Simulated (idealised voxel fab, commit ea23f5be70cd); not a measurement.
process module | voxel tone inversion
Xsec cut, 270 nm wide, square cell size 5 nm.
Cross-section = grid of square cells, listed top down in bands; band = one or more rows.
Band: top and bottom heights (nm) first, top before bottom; then materials from left to right, widths in nm. "edge to edge" marks a sole material filling the band edge to edge. "empty" denotes empty space.
The level at which height equals 0 is the one under which the wafer, as it arrives, is entirely one material. No lower edge exists for the bottom band, which continues downward and is notated as in "0 and below".
Top row gets the first number, bottom row gets the second, and each row in between changes by the same step: that is how a band width like "30->40" works.
"all unchanged" (step): cross-section cells unchanged, all of them.
The entry titled "Fully closed voids" provides the empty spaces that have no open way to the top, restricted to those of 8 cells or more. Each is presented as width x height at distance, the distance being measured from the left edge, with all three in nm.
Step line, after settings: the simulator's comment on this step.
overlay nm, on a step with a mask: how far to the right of its planned place the mask lay; to the left if negative
### These are the steps we planned for the process
1. RECEIVE | material Si
2. CONFORMAL_DEP | material SiCN | thk nm 5
3. DIRECTIONAL_DEP | material aC | thk nm 25
4. PATTERN | tone cover | mask id POSTS | material resist | width nm 25 | pitch nm 45 | thk nm 35 | overlay nm 0
5. DIRECTIONAL_ETCH | etch materials aC | depth nm 25
6. STRIP | etch materials resist
7. FILL_DEP | material lowk | thk nm 5
8. CMP | height nm 30
9. STRIP | etch materials aC
### Wafer, first of two, run as planned
### As-received state of the wafer in cross-section, equivalent to post-step 1
  0 and below  Si edge to edge
  Fully closed voids: none
### after step 2
  5 down to 0  SiCN edge to edge
  Anything lower than 0 is untouched.
### after step 3
  30 down to 5  aC edge to edge
  Anything lower than 5 is untouched.
### after step 4
  65 down to 30  empty: 100  resist: 25  empty: 20  resist: 25  empty: 100
  Anything lower than 30 is untouched.
### after step 5
  40 down to 30  empty: 100  resist: 25  empty: 20  resist: 25  empty: 100
  30 down to 5  empty: 100  aC: 25  empty: 20  aC: 25  empty: 100
  Anything lower than 5 is untouched.
### after step 6
  30 down to 5  empty: 100  aC: 25  empty: 20  aC: 25  empty: 100
  Anything lower than 5 is untouched.
### after step 7
  35 down to 30  lowk edge to edge
  30 down to 5  lowk: 100  aC: 25  lowk: 20  aC: 25  lowk: 100
  Anything lower than 5 is untouched.
### after step 8
  30 down to 5  lowk: 100  aC: 25  lowk: 20  aC: 25  lowk: 100
  Anything lower than 5 is untouched.
### after step 9
  30 down to 5  lowk: 100  empty: 25  lowk: 20  empty: 25  lowk: 100
  Anything lower than 5 is untouched.
### Now the other wafer: same start, same recipe, but we messed up one thing when running it. Up to and including step 3 it's the same as the first one
### The second wafer cut through, at the time step 4 was supposed to be finished
  65 down to 30  resist: 100  empty: 25  resist: 20  empty: 25  resist: 100
  Anything lower than 30 is untouched.
### The second wafer cut through, at the time step 5 was supposed to be finished
  40 down to 30  resist: 100  empty: 25  resist: 20  empty: 25  resist: 100
  30 down to 5  aC: 100  empty: 25  aC: 20  empty: 25  aC: 100
  Anything lower than 5 is untouched.
### The second wafer cut through, at the time step 6 was supposed to be finished
  30 down to 5  aC: 100  empty: 25  aC: 20  empty: 25  aC: 100
  Anything lower than 5 is untouched.
### The second wafer cut through, at the time step 7 was supposed to be finished
  35 down to 30  lowk edge to edge
  30 down to 5  aC: 100  lowk: 25  aC: 20  lowk: 25  aC: 100
  Anything lower than 5 is untouched.
### The second wafer cut through, at the time step 8 was supposed to be finished
  30 down to 5  aC: 100  lowk: 25  aC: 20  lowk: 25  aC: 100
  Anything lower than 5 is untouched.
### The second wafer cut through, at the time step 9 was supposed to be finished
  30 down to 5  empty: 100  lowk: 25  empty: 20  lowk: 25  empty: 100
  Anything lower than 5 is untouched.
The plan and the run diverged here: step 4 deviated from plan and actually ran as PATTERN | tone open | mask id POSTS | material resist | width nm 25 | pitch nm 45 | thk nm 35 | overlay nm 0
Materials where the second wafer ends with more or fewer cells than the first: -170 lowk
